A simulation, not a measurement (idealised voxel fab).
process module | voxel tone inversion
cross-section cut | 230 nm wide | cells 5 nm
A cross-section is a grid of square cells, given in bands from the top down. A band is one or more rows of cells.
Each band's line starts with the height of the band's top and of its bottom, in nm. Then come its materials from left to right, each with its width in nm. One material with "throughout" fills the band from edge to edge. "air" is empty space.
Height 0 is the level under which the wafer as received is all one material. The lowest band goes on downwards, as in "0 down".
A width such as "30 to 40" changes by the same amount from each row of cells to the next, from the band's top row to its bottom row.
"no change" after a step means that no cell of the cross-section changed.
closed voids: empty space of 8 cells or more with no open way to the top, each as width x height at its distance from the left edge, in nm
after a step's settings: what the simulator itself notes on the step
overlay nm, on a step with a mask: how far to the right of its planned place the mask lay; to the left if negative
plan
1 op RECEIVE | material Si
2 op CONFORMAL_DEP | material SiCN | thk nm 10
3 op DIRECTIONAL_DEP | material polySi | thk nm 20
4 op PATTERN | tone cover | mask id POSTS | material resist | width nm 15 | pitch nm 40 | thk nm 30 | overlay nm 0
5 op DIRECTIONAL_ETCH | etch materials polySi | depth nm 20
6 op STRIP | etch materials resist
7 op FILL_DEP | material lowk | thk nm 10
8 op CMP | height nm 30
9 op STRIP | etch materials polySi
10 op CONFORMAL_DEP | material TiN | thk nm 5
11 op FILL_DEP | material Ru | thk nm 10
12 op CMP | height nm 30
13 op CONFORMAL_DEP | material SiN | thk nm 5
varied across the wafers: width nm of step 4. The plan shows the first wafer's value. All wafers start alike
first wafer as received, after step 1
  0 down: Si throughout
  closed voids: none
first wafer at the end, after step 13
  35 to 30: SiN throughout
  30 to 15: lowk 65 | TiN 5 | Ru 5 | TiN 5 | lowk 25 | TiN 5 | Ru 5 | TiN 5 | lowk 25 | TiN 5 | Ru 5 | TiN 5 | lowk 70
  15 to 10: lowk 65 | TiN 15 | lowk 25 | TiN 15 | lowk 25 | TiN 15 | lowk 70
  10 to 0: SiCN throughout
  0 down: Si throughout
  closed voids: none
last wafer at the end
  35 to 30: SiN throughout
  30 to 15: lowk 60 | TiN 5 | Ru 15 | TiN 5 | lowk 15 | TiN 5 | Ru 15 | TiN 5 | lowk 15 | TiN 5 | Ru 15 | TiN 5 | lowk 65
  15 to 10: lowk 60 | TiN 25 | lowk 15 | TiN 25 | lowk 15 | TiN 25 | lowk 65
  10 to 0: SiCN throughout
  0 down: Si throughout
  closed voids: none
each wafer at the end: cells of each material gained (+) or lost (-) since it was received, then its closed voids
width nm 15 | +9 Ru | +92 SiCN | +46 SiN | +27 TiN | +148 lowk | closed voids: none
width nm 20 | +18 Ru | +92 SiCN | +46 SiN | +30 TiN | +136 lowk | closed voids: none
width nm 25 | +27 Ru | +92 SiCN | +46 SiN | +33 TiN | +124 lowk | closed voids: none
